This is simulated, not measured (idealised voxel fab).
process module | voxel transistor to metal
Square cell edge 5 nm, section width 285 nm, ID cut.
A cross-section is written here as square cells arranged in a grid, and it is given in bands from the top down, each band taking up one or more rows of cells.
Quick guide to a band line: top height, bottom height (nm) up front; then every material left to right with its width in nm. Only one material and it's marked "all across"? Then it fills the band edge to edge. And "empty" just means empty space.
Heights are expressed relative to 0, this being the level below which the as-received wafer comprises one material exclusively. The lowest band is unbounded in the downward direction and is denoted as in "0 and below".
The notation "30..40" denotes a width that varies across the rows of cells in the band, beginning at the first number in the top row, finishing at the second number in the bottom row, and changing by an identical amount from each row to the next.
"nothing was modified" for a step: no cell of the cross-section changed in that step.
Each empty space that has no open way to the top and spans at least 8 cells appears under "Tabulated closed voids" as width x height at distance, the distance counted from the left edge, all in nm.
Post-settings text on a step line: simulator's own remark regarding the step.
overlay nm: how far to the right of its planned place the mask lay on this masked step (negative: to the left).
If you're wondering how to read the rest of this, here's the deal. It's pairs of cross-sections: one from before a process step, one from after it. The after one is only drawn as far down as the lowest band that changed. Right under each pair you'll see which step sits between them and what its settings were. Don't read the pairs as one continuous story, though. They can come from different runs of this module on the same starting wafer, and a pair only carries on from the one above it where its entry headed "Status before step" says so.
**Status before step**
* 65 down to 60  50 nm TiN  5 nm empty  60 nm TiN  5 nm empty  45 nm TiN  5 nm empty  60 nm TiN  5 nm empty  50 nm TiN
* 60 down to 45  45 nm SiO2  5 nm TiN  5 nm empty  5 nm TiN  50 nm SiO2  5 nm TiN  5 nm empty  5 nm TiN  35 nm SiO2  5 nm TiN  5 nm empty  5 nm TiN  50 nm SiO2  5 nm TiN  5 nm empty  5 nm TiN  45 nm SiO2
* 45 down to 30  45 nm SiO2  5 nm TiN  5 nm empty  5 nm TiN  5 nm SiO2  5 nm SiN  5 nm SiO2  20 nm SiCN  5 nm SiO2  5 nm SiN  5 nm SiO2  5 nm TiN  5 nm empty  5 nm TiN  35 nm SiO2  5 nm TiN  5 nm empty  5 nm TiN  5 nm SiO2  5 nm SiN  5 nm SiO2  20 nm SiCN  5 nm SiO2  5 nm SiN  5 nm SiO2  5 nm TiN  5 nm empty  5 nm TiN  45 nm SiO2
* 30 down to 15  45 nm SiO2  5 nm TiN  5 nm empty  5 nm TiN  5 nm SiO2  5 nm SiN  5 nm SiO2  20 nm polySi  5 nm SiO2  5 nm SiN  5 nm SiO2  5 nm TiN  5 nm empty  5 nm TiN  35 nm SiO2  5 nm TiN  5 nm empty  5 nm TiN  5 nm SiO2  5 nm SiN  5 nm SiO2  20 nm polySi  5 nm SiO2  5 nm SiN  5 nm SiO2  5 nm TiN  5 nm empty  5 nm TiN  45 nm SiO2
* 15 down to 10  45 nm SiO2  15 nm TiN  5 nm SiO2  5 nm SiN  5 nm SiO2  20 nm polySi  5 nm SiO2  5 nm SiN  5 nm SiO2  15 nm TiN  35 nm SiO2  15 nm TiN  5 nm SiO2  5 nm SiN  5 nm SiO2  20 nm polySi  5 nm SiO2  5 nm SiN  5 nm SiO2  15 nm TiN  45 nm SiO2
* 10 down to 0  45 nm SiO2  5 nm TiN  15 nm SiGe  5 nm SiN  5 nm SiO2  20 nm polySi  5 nm SiO2  5 nm SiN  15 nm SiGe  5 nm TiN  35 nm SiO2  5 nm TiN  15 nm SiGe  5 nm SiN  5 nm SiO2  20 nm polySi  5 nm SiO2  5 nm SiN  15 nm SiGe  5 nm TiN  45 nm SiO2
* 0 down to -5  30 nm SiO2  35 nm SiGe  40 nm SiO2  35 nm SiGe  5 nm SiO2  35 nm SiGe  40 nm SiO2  35 nm SiGe  30 nm SiO2
* -5 down to -15  35 nm SiO2  30 nm SiGe  40 nm Si  30 nm SiGe  15 nm SiO2  30 nm SiGe  40 nm Si  30 nm SiGe  35 nm SiO2
* -15 down to -25  35 nm SiO2  100 nm Si  15 nm SiO2  100 nm Si  35 nm SiO2
* -25 and below  Si all across
* Tabulated closed voids: none
**Cut View, Post-Step**
* 75 down to 65  Ru all across
* 65 down to 60  50 nm TiN  5 nm Ru  60 nm TiN  5 nm Ru  45 nm TiN  5 nm Ru  60 nm TiN  5 nm Ru  50 nm TiN
* 60 down to 45  45 nm SiO2  5 nm TiN  5 nm Ru  5 nm TiN  50 nm SiO2  5 nm TiN  5 nm Ru  5 nm TiN  35 nm SiO2  5 nm TiN  5 nm Ru  5 nm TiN  50 nm SiO2  5 nm TiN  5 nm Ru  5 nm TiN  45 nm SiO2
* 45 down to 30  45 nm SiO2  5 nm TiN  5 nm Ru  5 nm TiN  5 nm SiO2  5 nm SiN  5 nm SiO2  20 nm SiCN  5 nm SiO2  5 nm SiN  5 nm SiO2  5 nm TiN  5 nm Ru  5 nm TiN  35 nm SiO2  5 nm TiN  5 nm Ru  5 nm TiN  5 nm SiO2  5 nm SiN  5 nm SiO2  20 nm SiCN  5 nm SiO2  5 nm SiN  5 nm SiO2  5 nm TiN  5 nm Ru  5 nm TiN  45 nm SiO2
* 30 down to 15  45 nm SiO2  5 nm TiN  5 nm Ru  5 nm TiN  5 nm SiO2  5 nm SiN  5 nm SiO2  20 nm polySi  5 nm SiO2  5 nm SiN  5 nm SiO2  5 nm TiN  5 nm Ru  5 nm TiN  35 nm SiO2  5 nm TiN  5 nm Ru  5 nm TiN  5 nm SiO2  5 nm SiN  5 nm SiO2  20 nm polySi  5 nm SiO2  5 nm SiN  5 nm SiO2  5 nm TiN  5 nm Ru  5 nm TiN  45 nm SiO2
* Anything lower than 15 is untouched.
* Tabulated closed voids: none
What sits between those two cross-sections? FILL_DEP | material Ru | thk nm 10
Status before step: This step starts from the configuration shown after the step in the pair immediately above.
**Cut View, Post-Step**
* 60 down to 45  45 nm SiO2  5 nm TiN  5 nm Ru  5 nm TiN  50 nm SiO2  5 nm TiN  5 nm Ru  5 nm TiN  35 nm SiO2  5 nm TiN  5 nm Ru  5 nm TiN  50 nm SiO2  5 nm TiN  5 nm Ru  5 nm TiN  45 nm SiO2
* Anything lower than 45 is untouched.
* Tabulated closed voids: none
What sits between those two cross-sections? CMP | height nm 60
Status before step: This step starts from the configuration shown after the step in the pair immediately above.
**Cut View, Post-Step**
* 65 down to 60  SiCN all across
* Anything lower than 60 is untouched.
* Tabulated closed voids: none
What sits between those two cross-sections? CONFORMAL_DEP | material SiCN | thk nm 5
Status before step: This step starts from the configuration shown after the step in the pair immediately above.
**Cut View, Post-Step**
* 80 down to 65  lowk all across
* Anything lower than 65 is untouched.
* Tabulated closed voids: none
What sits between those two cross-sections? DIRECTIONAL_DEP | material lowk | thk nm 15
Status before step: This step starts from the configuration shown after the step in the pair immediately above.
**Cut View, Post-Step**
* 95 down to 80  45 nm resist  15 nm empty  50 nm resist  15 nm empty  35 nm resist  15 nm empty  50 nm resist  15 nm empty  45 nm resist
* Anything lower than 80 is untouched.
* Tabulated closed voids: none
What sits between those two cross-sections? PATTERN | tone open | mask id METAL_1 | material resist | width nm 15 | thk nm 15 | overlay nm 0
Status before step: This step starts from the configuration shown after the step in the pair immediately above.
**Cut View, Post-Step**
* 95 down to 80  45 nm resist  15 nm empty  50 nm resist  15 nm empty  35 nm resist  15 nm empty  50 nm resist  15 nm empty  45 nm resist
* 80 down to 65  45 nm lowk  15 nm empty  50 nm lowk  15 nm empty  35 nm lowk  15 nm empty  50 nm lowk  15 nm empty  45 nm lowk
* Anything lower than 65 is untouched.
* Tabulated closed voids: none
What sits between those two cross-sections? DIRECTIONAL_ETCH | etch materials lowk | depth nm 15
Status before step: This step starts from the configuration shown after the step in the pair immediately above.
**Cut View, Post-Step**
* 95 down to 80  45 nm resist  15 nm empty  50 nm resist  15 nm empty  35 nm resist  15 nm empty  50 nm resist  15 nm empty  45 nm resist
* 80 down to 65  45 nm lowk  15 nm empty  50 nm lowk  15 nm empty  35 nm lowk  15 nm empty  50 nm lowk  15 nm empty  45 nm lowk
* 65 down to 60  45 nm SiCN  15 nm empty  50 nm SiCN  15 nm empty  35 nm SiCN  15 nm empty  50 nm SiCN  15 nm empty  45 nm SiCN
* Anything lower than 60 is untouched.
* Tabulated closed voids: none
What sits between those two cross-sections? DIRECTIONAL_ETCH | etch materials SiCN | depth nm 5
Status before step: This step starts from the configuration shown after the step in the pair immediately above.
**Cut View, Post-Step**
* 80 down to 65  45 nm lowk  15 nm empty  50 nm lowk  15 nm empty  35 nm lowk  15 nm empty  50 nm lowk  15 nm empty  45 nm lowk
* Anything lower than 65 is untouched.
* Tabulated closed voids: none
What sits between those two cross-sections? STRIP | etch materials resist
Status before step: This step starts from the configuration shown after the step in the pair immediately above.
**Cut View, Post-Step**
* 85 down to 80  50 nm TiN  5 nm empty  60 nm TiN  5 nm empty  45 nm TiN  5 nm empty  60 nm TiN  5 nm empty  50 nm TiN
* 80 down to 65  45 nm lowk  5 nm TiN  5 nm empty  5 nm TiN  50 nm lowk  5 nm TiN  5 nm empty  5 nm TiN  35 nm lowk  5 nm TiN  5 nm empty  5 nm TiN  50 nm lowk  5 nm TiN  5 nm empty  5 nm TiN  45 nm lowk
* 65 down to 60  45 nm SiCN  15 nm TiN  50 nm SiCN  15 nm TiN  35 nm SiCN  15 nm TiN  50 nm SiCN  15 nm TiN  45 nm SiCN
* Anything lower than 60 is untouched.
* Tabulated closed voids: none
What sits between those two cross-sections? CONFORMAL_DEP | material TiN | thk nm 5
Status before step: This step starts from the configuration shown after the step in the pair immediately above.
**Cut View, Post-Step**
* 90 down to 85  W all across
* 85 down to 80  50 nm TiN  5 nm W  60 nm TiN  5 nm W  45 nm TiN  5 nm W  60 nm TiN  5 nm W  50 nm TiN
* 80 down to 65  45 nm lowk  5 nm TiN  5 nm W  5 nm TiN  50 nm lowk  5 nm TiN  5 nm W  5 nm TiN  35 nm lowk  5 nm TiN  5 nm W  5 nm TiN  50 nm lowk  5 nm TiN  5 nm W  5 nm TiN  45 nm lowk
* Anything lower than 65 is untouched.
* Tabulated closed voids: none
What sits between those two cross-sections? FILL_DEP | material W | thk nm 5
Status before step: This step starts from the configuration shown after the step in the pair immediately above.
**Cut View, Post-Step**
* 80 down to 65  45 nm lowk  5 nm TiN  5 nm W  5 nm TiN  50 nm lowk  5 nm TiN  5 nm W  5 nm TiN  35 nm lowk  5 nm TiN  5 nm W  5 nm TiN  50 nm lowk  5 nm TiN  5 nm W  5 nm TiN  45 nm lowk
* Anything lower than 65 is untouched.
* Tabulated closed voids: none
What sits between those two cross-sections? CMP | height nm 80
Status before step: This step starts from the configuration shown after the step in the pair immediately above.
**Cut View, Post-Step**
* 85 down to 80  SiCN all across
* Anything lower than 80 is untouched.
* Tabulated closed voids: none
What sits between those two cross-sections? CONFORMAL_DEP | material SiCN | thk nm 5
Status before step: This step starts from the configuration shown after the step in the pair immediately above.
**Cut View, Post-Step**
* 115 down to 85  lowk all across
* Anything lower than 85 is untouched.
* Tabulated closed voids: none
What sits between those two cross-sections? DIRECTIONAL_DEP | material lowk | thk nm 30
Status before step: This step starts from the configuration shown after the step in the pair immediately above.
**Cut View, Post-Step**
* 130 down to 115  aC all across
* Anything lower than 115 is untouched.
* Tabulated closed voids: none
What sits between those two cross-sections? DIRECTIONAL_DEP | material aC | thk nm 15
Status before step: This step starts from the configuration shown after the step in the pair immediately above.
**Cut View, Post-Step**
* 160 down to 130  45 nm resist  15 nm empty  100 nm resist  15 nm empty  110 nm resist
* Anything lower than 130 is untouched.
* Tabulated closed voids: none
What sits between those two cross-sections? PATTERN | tone open | mask id METAL_2 | material resist | width nm 15 | pitch nm 115 | thk nm 30 | overlay nm 0
Status before step: This step starts from the configuration shown after the step in the pair immediately above.
**Cut View, Post-Step**
* 145 down to 130  45 nm resist  15 nm empty  100 nm resist  15 nm empty  110 nm resist
* 130 down to 115  45 nm aC  15 nm empty  100 nm aC  15 nm empty  110 nm aC
* Anything lower than 115 is untouched.
* Tabulated closed voids: none
What sits between those two cross-sections? DIRECTIONAL_ETCH | etch materials aC | depth nm 15
Status before step: This step starts from the configuration shown after the step in the pair immediately above.
**Cut View, Post-Step**
* 130 down to 115  45 nm aC  15 nm empty  100 nm aC  15 nm empty  110 nm aC
* Anything lower than 115 is untouched.
* Tabulated closed voids: none
What sits between those two cross-sections? STRIP | etch materials resist
Status before step: This step starts from the configuration shown after the step in the pair immediately above.
**Cut View, Post-Step**
* 130 down to 115  45 nm aC  15 nm empty  100 nm aC  15 nm empty  110 nm aC
* 115 down to 95  45 nm lowk  15 nm empty  100 nm lowk  15 nm empty  110 nm lowk
* Anything lower than 95 is untouched.
* Tabulated closed voids: none
What sits between those two cross-sections? DIRECTIONAL_ETCH | etch materials lowk | depth nm 20
Status before step: This step starts from the configuration shown after the step in the pair immediately above.
**Cut View, Post-Step**
* 115 down to 95  45 nm lowk  15 nm empty  100 nm lowk  15 nm empty  110 nm lowk
* Anything lower than 95 is untouched.
* Tabulated closed voids: none
What sits between those two cross-sections? STRIP | etch materials aC
Status before step: This step starts from the configuration shown after the step in the pair immediately above.
**Cut View, Post-Step**
* 135 down to 115  45 nm resist  15 nm empty  100 nm resist  15 nm empty  110 nm resist
* Anything lower than 115 is untouched.
* Tabulated closed voids: none
What sits between those two cross-sections? PATTERN | tone open | mask id METAL_2_HOLES | material resist | width nm 15 | pitch nm 115 | thk nm 20 | overlay nm 0
Status before step: This step starts from the configuration shown after the step in the pair immediately above.
**Cut View, Post-Step**
* 135 down to 115  45 nm resist  15 nm empty  100 nm resist  15 nm empty  110 nm resist
* 115 down to 85  45 nm lowk  15 nm empty  100 nm lowk  15 nm empty  110 nm lowk
* Anything lower than 85 is untouched.
* Tabulated closed voids: none
What sits between those two cross-sections? DIRECTIONAL_ETCH | etch materials lowk | depth nm 10
Status before step: This step starts from the configuration shown after the step in the pair immediately above.
**Cut View, Post-Step**
* 135 down to 115  45 nm resist  15 nm empty  100 nm resist  15 nm empty  110 nm resist
* 115 down to 85  45 nm lowk  15 nm empty  100 nm lowk  15 nm empty  110 nm lowk
* 85 down to 80  45 nm SiCN  15 nm empty  100 nm SiCN  15 nm empty  110 nm SiCN
* Anything lower than 80 is untouched.
* Tabulated closed voids: none
What sits between those two cross-sections? DIRECTIONAL_ETCH | etch materials SiCN | depth nm 5
Status before step: This step starts from the configuration shown after the step in the pair immediately above.
**Cut View, Post-Step**
* 115 down to 85  45 nm lowk  15 nm empty  100 nm lowk  15 nm empty  110 nm lowk
* Anything lower than 85 is untouched.
* Tabulated closed voids: none
What sits between those two cross-sections? STRIP | etch materials resist
Status before step: This step starts from the configuration shown after the step in the pair immediately above.
**Cut View, Post-Step**
* 120 down to 115  50 nm TiN  5 nm empty  110 nm TiN  5 nm empty  115 nm TiN
* 115 down to 85  45 nm lowk  5 nm TiN  5 nm empty  5 nm TiN  100 nm lowk  5 nm TiN  5 nm empty  5 nm TiN  110 nm lowk
* 85 down to 80  45 nm SiCN  15 nm TiN  100 nm SiCN  15 nm TiN  110 nm SiCN
* Anything lower than 80 is untouched.
* Tabulated closed voids: none
What sits between those two cross-sections? CONFORMAL_DEP | material TiN | thk nm 5
Status before step: This step starts from the configuration shown after the step in the pair immediately above.
**Cut View, Post-Step**
* 125 down to 120  Cu all across
* 120 down to 115  50 nm TiN  5 nm Cu  110 nm TiN  5 nm Cu  115 nm TiN
* 115 down to 85  45 nm lowk  5 nm TiN  5 nm Cu  5 nm TiN  100 nm lowk  5 nm TiN  5 nm Cu  5 nm TiN  110 nm lowk
* Anything lower than 85 is untouched.
* Tabulated closed voids: none
What sits between those two cross-sections? FILL_DEP | material Cu | thk nm 5
Status before step: This step starts from the configuration shown after the step in the pair immediately above.
**Cut View, Post-Step**
* 115 down to 85  45 nm lowk  5 nm TiN  5 nm Cu  5 nm TiN  100 nm lowk  5 nm TiN  5 nm Cu  5 nm TiN  110 nm lowk
* Anything lower than 85 is untouched.
* Tabulated closed voids: none
What sits between those two cross-sections? CMP | height nm 115
Status before step: This step starts from the configuration shown after the step in the pair immediately above.
**Cut View, Post-Step**
* 120 down to 115  SiN all across
* Anything lower than 115 is untouched.
* Tabulated closed voids: none
What sits between those two cross-sections? CONFORMAL_DEP | material SiN | thk nm 5
**Status before step**
* 45 down to 30  SiCN all across
* 30 down to 0  polySi all across
* 0 down to -5  SiO2 all across
* -5 down to -25  40 nm SiO2  90 nm Si  25 nm SiO2  90 nm Si  40 nm SiO2
* -25 and below  Si all across
* Tabulated closed voids: none
**Cut View, Post-Step**
* 65 down to 45  80 nm empty  20 nm resist  95 nm empty  20 nm resist  70 nm empty
* Anything lower than 45 is untouched.
* Tabulated closed voids: none
What sits between those two cross-sections? PATTERN | tone cover | mask id GATE | material resist | width nm 20 | pitch nm 115 | thk nm 20 | overlay nm 5
Status before step: This step starts from the configuration shown after the step in the pair immediately above.
**Cut View, Post-Step**
* 65 down to 45  80 nm empty  20 nm resist  95 nm empty  20 nm resist  70 nm empty
* 45 down to 30  80 nm empty  20 nm SiCN  95 nm empty  20 nm SiCN  70 nm empty
* Anything lower than 30 is untouched.
* Tabulated closed voids: none
What sits between those two cross-sections? DIRECTIONAL_ETCH | etch materials SiCN | depth nm 25
Status before step: This step starts from the configuration shown after the step in the pair immediately above.
**Cut View, Post-Step**
* 65 down to 45  80 nm empty  20 nm resist  95 nm empty  20 nm resist  70 nm empty
* 45 down to 30  80 nm empty  20 nm SiCN  95 nm empty  20 nm SiCN  70 nm empty
* 30 down to 0  80 nm empty  20 nm polySi  95 nm empty  20 nm polySi  70 nm empty
* Anything lower than 0 is untouched.
* Tabulated closed voids: none
What sits between those two cross-sections? DIRECTIONAL_ETCH | etch materials polySi | depth nm 40
Status before step: This step starts from the configuration shown after the step in the pair immediately above.
**Cut View, Post-Step**
* 45 down to 30  80 nm empty  20 nm SiCN  95 nm empty  20 nm SiCN  70 nm empty
* Anything lower than 30 is untouched.
* Tabulated closed voids: none
What sits between those two cross-sections? STRIP | etch materials resist
Status before step: This step starts from the configuration shown after the step in the pair immediately above.
**Cut View, Post-Step**
* 50 down to 45  75 nm empty  30 nm SiO2  85 nm empty  30 nm SiO2  65 nm empty
* 45 down to 30  75 nm empty  5 nm SiO2  20 nm SiCN  5 nm SiO2  85 nm empty  5 nm SiO2  20 nm SiCN  5 nm SiO2  65 nm empty
* 30 down to 5  75 nm empty  5 nm SiO2  20 nm polySi  5 nm SiO2  85 nm empty  5 nm SiO2  20 nm polySi  5 nm SiO2  65 nm empty
* 5 down to 0  80 nm SiO2  20 nm polySi  95 nm SiO2  20 nm polySi  70 nm SiO2
* Anything lower than 0 is untouched.
* Tabulated closed voids: none
What sits between those two cross-sections? CONFORMAL_DEP | material SiO2 | thk nm 5
Status before step: This step starts from the configuration shown after the step in the pair immediately above.
**Cut View, Post-Step**
* 45 down to 30  75 nm empty  5 nm SiO2  20 nm SiCN  5 nm SiO2  85 nm empty  5 nm SiO2  20 nm SiCN  5 nm SiO2  65 nm empty
* 30 down to 0  75 nm empty  5 nm SiO2  20 nm polySi  5 nm SiO2  85 nm empty  5 nm SiO2  20 nm polySi  5 nm SiO2  65 nm empty
* Anything lower than 0 is untouched.
* Tabulated closed voids: none
What sits between those two cross-sections? DIRECTIONAL_ETCH | etch materials SiO2 | depth nm 5
Status before step: This step starts from the configuration shown after the step in the pair immediately above.
**Cut View, Post-Step**
* 50 down to 45  70 nm empty  40 nm SiN  75 nm empty  40 nm SiN  60 nm empty
* 45 down to 30  70 nm empty  5 nm SiN  5 nm SiO2  20 nm SiCN  5 nm SiO2  5 nm SiN  75 nm empty  5 nm SiN  5 nm SiO2  20 nm SiCN  5 nm SiO2  5 nm SiN  60 nm empty
* 30 down to 5  70 nm empty  5 nm SiN  5 nm SiO2  20 nm polySi  5 nm SiO2  5 nm SiN  75 nm empty  5 nm SiN  5 nm SiO2  20 nm polySi  5 nm SiO2  5 nm SiN  60 nm empty
* 5 down to 0  75 nm SiN  5 nm SiO2  20 nm polySi  5 nm SiO2  85 nm SiN  5 nm SiO2  20 nm polySi  5 nm SiO2  65 nm SiN
* Anything lower than 0 is untouched.
* Tabulated closed voids: none
What sits between those two cross-sections? CONFORMAL_DEP | material SiN | thk nm 5
Status before step: This step starts from the configuration shown after the step in the pair immediately above.
**Cut View, Post-Step**
* 45 down to 30  70 nm empty  5 nm SiN  5 nm SiO2  20 nm SiCN  5 nm SiO2  5 nm SiN  75 nm empty  5 nm SiN  5 nm SiO2  20 nm SiCN  5 nm SiO2  5 nm SiN  60 nm empty
* 30 down to 0  70 nm empty  5 nm SiN  5 nm SiO2  20 nm polySi  5 nm SiO2  5 nm SiN  75 nm empty  5 nm SiN  5 nm SiO2  20 nm polySi  5 nm SiO2  5 nm SiN  60 nm empty
* Anything lower than 0 is untouched.
* Tabulated closed voids: none
What sits between those two cross-sections? DIRECTIONAL_ETCH | etch materials SiN | depth nm 5
Status before step: This step starts from the configuration shown after the step in the pair immediately above.
**Cut View, Post-Step**
* 45 down to 40  70 nm empty  5 nm SiN  5 nm empty  20 nm SiCN  5 nm empty  5 nm SiN  75 nm empty  5 nm SiN  5 nm empty  20 nm SiCN  5 nm empty  5 nm SiN  60 nm empty
* 40 down to 30  70 nm empty  5 nm SiN  5 nm SiO2  20 nm SiCN  5 nm SiO2  5 nm SiN  75 nm empty  5 nm SiN  5 nm SiO2  20 nm SiCN  5 nm SiO2  5 nm SiN  60 nm empty
* 30 down to 0  70 nm empty  5 nm SiN  5 nm SiO2  20 nm polySi  5 nm SiO2  5 nm SiN  75 nm empty  5 nm SiN  5 nm SiO2  20 nm polySi  5 nm SiO2  5 nm SiN  60 nm empty
* 0 down to -5  70 nm empty  40 nm SiO2  75 nm empty  40 nm SiO2  60 nm empty
* Anything lower than -5 is untouched.
* Tabulated closed voids: none
What sits between those two cross-sections? DIRECTIONAL_ETCH | etch materials SiO2 | depth nm 5
Status before step: This step starts from the configuration shown after the step in the pair immediately above.
**Cut View, Post-Step**
* 45 down to 40  70 nm empty  5 nm SiN  5 nm empty  20 nm SiCN  5 nm empty  5 nm SiN  75 nm empty  5 nm SiN  5 nm empty  20 nm SiCN  5 nm empty  5 nm SiN  60 nm empty
* 40 down to 30  70 nm empty  5 nm SiN  5 nm SiO2  20 nm SiCN  5 nm SiO2  5 nm SiN  75 nm empty  5 nm SiN  5 nm SiO2  20 nm SiCN  5 nm SiO2  5 nm SiN  60 nm empty
* 30 down to 0  70 nm empty  5 nm SiN  5 nm SiO2  20 nm polySi  5 nm SiO2  5 nm SiN  75 nm empty  5 nm SiN  5 nm SiO2  20 nm polySi  5 nm SiO2  5 nm SiN  60 nm empty
* 0 down to -5  70 nm empty  40 nm SiO2  75 nm empty  40 nm SiO2  60 nm empty
* -5 down to -15  40 nm SiO2  30 nm empty  40 nm Si  20 nm empty  25 nm SiO2  30 nm empty  40 nm Si  20 nm empty  40 nm SiO2
* Anything lower than -15 is untouched.
* Tabulated closed voids: none
What sits between those two cross-sections? DIRECTIONAL_ETCH | etch materials Si | depth nm 10
Status before step: This step starts from the configuration shown after the step in the pair immediately above.
**Cut View, Post-Step**
* 45 down to 40  70 nm empty  5 nm SiN  5 nm empty  20 nm SiCN  5 nm empty  5 nm SiN  75 nm empty  5 nm SiN  5 nm empty  20 nm SiCN  5 nm empty  5 nm SiN  60 nm empty
* 40 down to 30  70 nm empty  5 nm SiN  5 nm SiO2  20 nm SiCN  5 nm SiO2  5 nm SiN  75 nm empty  5 nm SiN  5 nm SiO2  20 nm SiCN  5 nm SiO2  5 nm SiN  60 nm empty
* 30 down to 10  70 nm empty  5 nm SiN  5 nm SiO2  20 nm polySi  5 nm SiO2  5 nm SiN  75 nm empty  5 nm SiN  5 nm SiO2  20 nm polySi  5 nm SiO2  5 nm SiN  60 nm empty
* 10 down to 0  55 nm empty  15 nm SiGe  5 nm SiN  5 nm SiO2  20 nm polySi  5 nm SiO2  5 nm SiN  15 nm SiGe  45 nm empty  15 nm SiGe  5 nm SiN  5 nm SiO2  20 nm polySi  5 nm SiO2  5 nm SiN  15 nm SiGe  45 nm empty
* 0 down to -5  35 nm empty  35 nm SiGe  40 nm SiO2  25 nm SiGe  15 nm empty  35 nm SiGe  40 nm SiO2  25 nm SiGe  35 nm empty
* -5 down to -15  40 nm SiO2  30 nm SiGe  40 nm Si  20 nm SiGe  25 nm SiO2  30 nm SiGe  40 nm Si  20 nm SiGe  40 nm SiO2
* Anything lower than -15 is untouched.
* Tabulated closed voids: none
What sits between those two cross-sections? EPI | material SiGe | thk nm 15
Status before step: This step starts from the configuration shown after the step in the pair immediately above.
**Cut View, Post-Step**
* 50 down to 45  SiO2 all across
* 45 down to 30  70 nm SiO2  5 nm SiN  5 nm SiO2  20 nm SiCN  5 nm SiO2  5 nm SiN  75 nm SiO2  5 nm SiN  5 nm SiO2  20 nm SiCN  5 nm SiO2  5 nm SiN  60 nm SiO2
* 30 down to 10  70 nm SiO2  5 nm SiN  5 nm SiO2  20 nm polySi  5 nm SiO2  5 nm SiN  75 nm SiO2  5 nm SiN  5 nm SiO2  20 nm polySi  5 nm SiO2  5 nm SiN  60 nm SiO2
* 10 down to 0  55 nm SiO2  15 nm SiGe  5 nm SiN  5 nm SiO2  20 nm polySi  5 nm SiO2  5 nm SiN  15 nm SiGe  45 nm SiO2  15 nm SiGe  5 nm SiN  5 nm SiO2  20 nm polySi  5 nm SiO2  5 nm SiN  15 nm SiGe  45 nm SiO2
* 0 down to -5  35 nm SiO2  35 nm SiGe  40 nm SiO2  25 nm SiGe  15 nm SiO2  35 nm SiGe  40 nm SiO2  25 nm SiGe  35 nm SiO2
* Anything lower than -5 is untouched.
* Tabulated closed voids: none
What sits between those two cross-sections? FILL_DEP | material SiO2 | thk nm 5
Status before step: This step starts from the configuration shown after the step in the pair immediately above.
**Cut View, Post-Step**
* 45 down to 30  70 nm SiO2  5 nm SiN  5 nm SiO2  20 nm SiCN  5 nm SiO2  5 nm SiN  75 nm SiO2  5 nm SiN  5 nm SiO2  20 nm SiCN  5 nm SiO2  5 nm SiN  60 nm SiO2
* Anything lower than 30 is untouched.
* Tabulated closed voids: none
What sits between those two cross-sections? CMP | height nm 45
Status before step: This step starts from the configuration shown after the step in the pair immediately above.
**Cut View, Post-Step**
* 60 down to 45  SiO2 all across
* Anything lower than 45 is untouched.
* Tabulated closed voids: none
What sits between those two cross-sections? DIRECTIONAL_DEP | material SiO2 | thk nm 15
Status before step: This step starts from the configuration shown after the step in the pair immediately above.
**Cut View, Post-Step**
* 80 down to 60  45 nm resist  15 nm empty  50 nm resist  15 nm empty  35 nm resist  15 nm empty  50 nm resist  15 nm empty  45 nm resist
* Anything lower than 60 is untouched.
* Tabulated closed voids: none
What sits between those two cross-sections? PATTERN | tone open | mask id CONTACT | material resist | width nm 15 | thk nm 20 | overlay nm 0
Status before step: This step starts from the configuration shown after the step in the pair immediately above.
**Cut View, Post-Step**
* 80 down to 60  45 nm resist  15 nm empty  50 nm resist  15 nm empty  35 nm resist  15 nm empty  50 nm resist  15 nm empty  45 nm resist
* 60 down to 45  45 nm SiO2  15 nm empty  50 nm SiO2  15 nm empty  35 nm SiO2  15 nm empty  50 nm SiO2  15 nm empty  45 nm SiO2
* 45 down to 30  45 nm SiO2  15 nm empty  10 nm SiO2  5 nm SiN  5 nm SiO2  20 nm SiCN  5 nm SiO2  5 nm SiN  15 nm empty  35 nm SiO2  15 nm empty  10 nm SiO2  5 nm SiN  5 nm SiO2  20 nm SiCN  5 nm SiO2  5 nm SiN  15 nm empty  45 nm SiO2
* 30 down to 10  45 nm SiO2  15 nm empty  10 nm SiO2  5 nm SiN  5 nm SiO2  20 nm polySi  5 nm SiO2  5 nm SiN  15 nm empty  35 nm SiO2  15 nm empty  10 nm SiO2  5 nm SiN  5 nm SiO2  20 nm polySi  5 nm SiO2  5 nm SiN  15 nm empty  45 nm SiO2
* 10 down to 0  45 nm SiO2  10 nm empty  15 nm SiGe  5 nm SiN  5 nm SiO2  20 nm polySi  5 nm SiO2  5 nm SiN  15 nm SiGe  35 nm SiO2  10 nm empty  15 nm SiGe  5 nm SiN  5 nm SiO2  20 nm polySi  5 nm SiO2  5 nm SiN  15 nm SiGe  45 nm SiO2
* Anything lower than 0 is untouched.
* Tabulated closed voids: none
What sits between those two cross-sections? DIRECTIONAL_ETCH | etch materials SiO2 | depth nm 60
Status before step: This step starts from the configuration shown after the step in the pair immediately above.
**Cut View, Post-Step**
* 60 down to 45  45 nm SiO2  15 nm empty  50 nm SiO2  15 nm empty  35 nm SiO2  15 nm empty  50 nm SiO2  15 nm empty  45 nm SiO2
* Anything lower than 45 is untouched.
* Tabulated closed voids: none
What sits between those two cross-sections? STRIP | etch materials resist
